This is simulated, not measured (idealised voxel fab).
process module | voxel self aligned contacts
cross-section cut | 205 nm wide | cells 5 nm
A cross-section is a grid of square cells, given in bands from the top down. A band is one or more rows of cells.
Each band's line starts with the height of the band's top and of its bottom, in nm. Then come its materials from left to right, each with its width in nm. One material with "throughout" fills the band from edge to edge. "air" is empty space.
Height 0 is the level under which the wafer as received is all one material. The lowest band goes on downwards, as in "0 down".
A width such as "30 to 40" changes by the same amount from each row of cells to the next, from the band's top row to its bottom row.
"no change" after a step means that no cell of the cross-section changed.
closed voids: empty space of 8 cells or more with no open way to the top, each as width x height at its distance from the left edge, in nm
after a step's settings: what the simulator itself notes on the step
overlay nm, on a step with a mask: how far to the right of its planned place the mask lay; to the left if negative
plan
1 op RECEIVE | material Si
2 op CONFORMAL_DEP | material SiO2 | thk nm 5
3 op DIRECTIONAL_DEP | material polySi | thk nm 25
4 op DIRECTIONAL_DEP | material SiN | thk nm 20
5 op PATTERN | tone cover | mask id GATE | material resist | width nm 35 | pitch nm 70 | thk nm 15 | overlay nm 0
6 op DIRECTIONAL_ETCH | etch materials SiN | depth nm 20
7 op DIRECTIONAL_ETCH | etch materials polySi | depth nm 25
8 op STRIP | etch materials resist
9 op CONFORMAL_DEP | material SiN | thk nm 5
10 op DIRECTIONAL_ETCH | etch materials SiN | depth nm 5
11 op FILL_DEP | material SiO2 | thk nm 10
12 op CMP | height nm 55
13 op DIRECTIONAL_DEP | material aC | thk nm 10
14 op PATTERN | tone open | mask id CONTACT | material resist | width nm 55 | pitch nm 70 | thk nm 25 | overlay nm 0
15 op DIRECTIONAL_ETCH | etch materials aC | depth nm 10
16 op STRIP | etch materials resist
17 op DIRECTIONAL_ETCH | etch materials SiO2 | depth nm 55
18 op STRIP | etch materials aC
19 op CONFORMAL_DEP | material TiN | thk nm 5
20 op FILL_DEP | material Ru | thk nm 5
21 op CMP | height nm 55
22 op CONFORMAL_DEP | material SiN | thk nm 5
as received, after step 1
  0 down: Si throughout
  closed voids: none
a wafer at the end: this start, this plan, one mistake
  50 to 45: SiN throughout
  45 to 30: SiO2 10 | SiN 45 | TiN 5 | Ru 15 | TiN 5 | SiN 45 | TiN 5 | Ru 15 | TiN 5 | SiN 45 | SiO2 10
  30 to 5: SiO2 10 | SiN 5 | polySi 35 | SiN 5 | TiN 5 | Ru 15 | TiN 5 | SiN 5 | polySi 35 | SiN 5 | TiN 5 | Ru 15 | TiN 5 | SiN 5 | polySi 35 | SiN 5 | SiO2 10
  5 to 0: SiO2 55 | TiN 25 | SiO2 45 | TiN 25 | SiO2 55
  0 down: Si throughout
  closed voids: none
what went wrong: step 21 ran as: op CMP | height nm 45
